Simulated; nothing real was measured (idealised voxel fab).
process module | voxel transistor to metal
cross-section cut | 210 nm wide | cells 5 nm
A cross-section is a grid of square cells, given in bands from the top down. A band is one or more rows of cells.
Each band's line starts with the height of the band's top and of its bottom, in nm. Then come its materials from left to right, each with its width in nm. One material with "throughout" fills the band from edge to edge. "air" is empty space.
Height 0 is the level under which the wafer as received is all one material. The lowest band goes on downwards, as in "0 down".
A width such as "30 to 40" changes by the same amount from each row of cells to the next, from the band's top row to its bottom row.
"no change" after a step means that no cell of the cross-section changed.
closed voids: empty space of 8 cells or more with no open way to the top, each as width x height at its distance from the left edge, in nm
after a step's settings: what the simulator itself notes on the step
overlay nm, on a step with a mask: how far to the right of its planned place the mask lay; to the left if negative
plan
1 op RECEIVE | material Si
2 op CONFORMAL_DEP | material SiO2 | thk nm 5
3 op CONFORMAL_DEP | material SiN | thk nm 10
4 op DIRECTIONAL_DEP | material aC | thk nm 10
5 op PATTERN | tone cover | mask id ACTIVE | material resist | width nm 135 | thk nm 30 | overlay nm 0
6 op DIRECTIONAL_ETCH | etch materials aC | depth nm 10
7 op STRIP | etch materials resist
8 op DIRECTIONAL_ETCH | etch materials SiN | depth nm 10
9 op DIRECTIONAL_ETCH | etch materials SiO2 | depth nm 5
10 op DIRECTIONAL_ETCH | etch materials Si | depth nm 25
11 op STRIP | etch materials aC
12 op OXIDIZE | depth nm 5
13 op FILL_DEP | material SiO2 | thk nm 15
14 op CMP | height nm 15
15 op SELECTIVE_ETCH | etch materials SiO2 | depth nm 5
16 op STRIP | etch materials SiN
17 op SELECTIVE_ETCH | etch materials SiO2 | depth nm 5
18 op OXIDIZE | depth nm 5
19 op DIRECTIONAL_DEP | material polySi | thk nm 20
20 op DIRECTIONAL_DEP | material SiCN | thk nm 15
21 op DIRECTIONAL_DEP | material aC | thk nm 10
22 op PATTERN | tone cover | mask id GATE | material resist | width nm 35 | thk nm 25 | overlay nm 0
23 op DIRECTIONAL_ETCH | etch materials aC | depth nm 10
24 op STRIP | etch materials resist
25 op DIRECTIONAL_ETCH | etch materials SiCN | depth nm 25
26 op DIRECTIONAL_ETCH | etch materials polySi | depth nm 30
27 op STRIP | etch materials aC
28 op CONFORMAL_DEP | material SiO2 | thk nm 5
29 op DIRECTIONAL_ETCH | etch materials SiO2 | depth nm 5
30 op CONFORMAL_DEP | material SiN | thk nm 5
31 op DIRECTIONAL_ETCH | etch materials SiN | depth nm 5
32 op DIRECTIONAL_ETCH | etch materials SiO2 | depth nm 5
33 op EPI | material pSi | thk nm 5
34 op FILL_DEP | material SiO2 | thk nm 10
35 op CMP | height nm 20
36 op STRIP | etch materials polySi
37 op SELECTIVE_ETCH | etch materials SiO2 | depth nm 5
38 op CONFORMAL_DEP | material HfO2 | thk nm 5
39 op CONFORMAL_DEP | material TiN | thk nm 5
40 op FILL_DEP | material W | thk nm 10
41 op CMP | height nm 15
42 op DIRECTIONAL_DEP | material SiO2 | thk nm 15
43 op MASKED_ETCH | tone open | mask id CONTACT | width nm 20 | pitch nm 95 | etch materials SiO2 | depth nm 30 | overlay nm 0
44 op CONFORMAL_DEP | material TiN | thk nm 5
45 op FILL_DEP | material W | thk nm 10
46 op CMP | height nm 30
47 op CONFORMAL_DEP | material SiN | thk nm 5
48 op DIRECTIONAL_DEP | material SiO2 | thk nm 15
49 op PATTERN | tone open | mask id METAL_1 | material resist | width nm 20 | pitch nm 95 | thk nm 20 | overlay nm 0
50 op DIRECTIONAL_ETCH | etch materials SiO2 | depth nm 15
51 op DIRECTIONAL_ETCH | etch materials SiN | depth nm 5
52 op STRIP | etch materials resist
53 op CONFORMAL_DEP | material TiN | thk nm 5
54 op FILL_DEP | material Cu | thk nm 10
55 op CMP | height nm 50
56 op EPI | material Ru | thk nm 5
57 op FILL_DEP | material SiCN | thk nm 5
as received, after step 1
  0 down: Si throughout
  closed voids: none
first wafer at the end, as planned
  60 to 55: SiCN throughout
  55 to 50: SiCN 40 | Ru 30 | SiCN 65 | Ru 30 | SiCN 45
  50 to 35: SiO2 45 | TiN 5 | Cu 10 | TiN 5 | SiO2 75 | TiN 5 | Cu 10 | TiN 5 | SiO2 50
  35 to 30: SiN 45 | TiN 20 | SiN 75 | TiN 20 | SiN 50
  30 to 15: SiO2 45 | TiN 5 | W 10 | TiN 5 | SiO2 75 | TiN 5 | W 10 | TiN 5 | SiO2 50
  15 to 5: SiO2 45 | TiN 5 | W 10 | TiN 5 | SiO2 10 | SiN 5 | HfO2 5 | TiN 5 | W 25 | TiN 5 | HfO2 5 | SiN 5 | SiO2 10 | TiN 5 | W 10 | TiN 5 | SiO2 50
  5 to 0: SiO2 35 | SiN 5 | SiO2 5 | TiN 20 | SiO2 10 | SiN 5 | HfO2 5 | TiN 35 | HfO2 5 | SiN 5 | SiO2 10 | TiN 20 | SiO2 5 | SiN 5 | SiO2 40
  0 to -5: SiO2 40 | pSi 35 | SiO2 5 | HfO2 45 | SiO2 5 | pSi 35 | SiO2 45
  -5 to -30: SiO2 40 | Si 125 | SiO2 45
  -30 down: Si throughout
  closed voids: none
second wafer at the end: like start, like plan, one mistake
  60 to 55: SiCN throughout
  55 to 50: SiCN 40 | Ru 30 | SiCN 65 | Ru 30 | SiCN 45
  50 to 35: SiO2 45 | TiN 5 | Cu 10 | TiN 5 | SiO2 75 | TiN 5 | Cu 10 | TiN 5 | SiO2 50
  35 to 30: SiN 45 | TiN 20 | SiN 75 | TiN 20 | SiN 50
  30 to 20: W 40 | TiN 5 | SiO2 20 | TiN 5 | W 65 | TiN 5 | SiO2 20 | TiN 5 | W 45
  20 to 15: W 40 | TiN 5 | SiO2 20 | TiN 75 | SiO2 20 | TiN 5 | W 45
  15 to 5: W 40 to 30 | TiN 5 to 15 | SiO2 20 | TiN 10 | SiN 5 | HfO2 5 | TiN 5 | W 25 | TiN 5 | HfO2 5 | SiN 5 | TiN 10 | SiO2 20 | TiN 5 to 15 | W 45 to 35
  5 to 0: TiN 35 | SiN 5 | TiN 5 | SiO2 20 | TiN 10 | SiN 5 | HfO2 5 | TiN 35 | HfO2 5 | SiN 5 | TiN 10 | SiO2 20 | TiN 5 | SiN 5 | TiN 40
  0 to -5: SiO2 40 | pSi 35 | SiO2 5 | HfO2 45 | SiO2 5 | pSi 35 | SiO2 45
  -5 to -30: SiO2 40 | Si 125 | SiO2 45
  -30 down: Si throughout
  closed voids: none
what went wrong: step 43 ran as: op MASKED_ETCH | tone cover | mask id CONTACT | width nm 20 | pitch nm 95 | etch materials SiO2 | depth nm 30 | overlay nm 0
at the end the second wafer has, in cells: 121 fewer of SiO2 | 34 more of TiN | 87 more of W
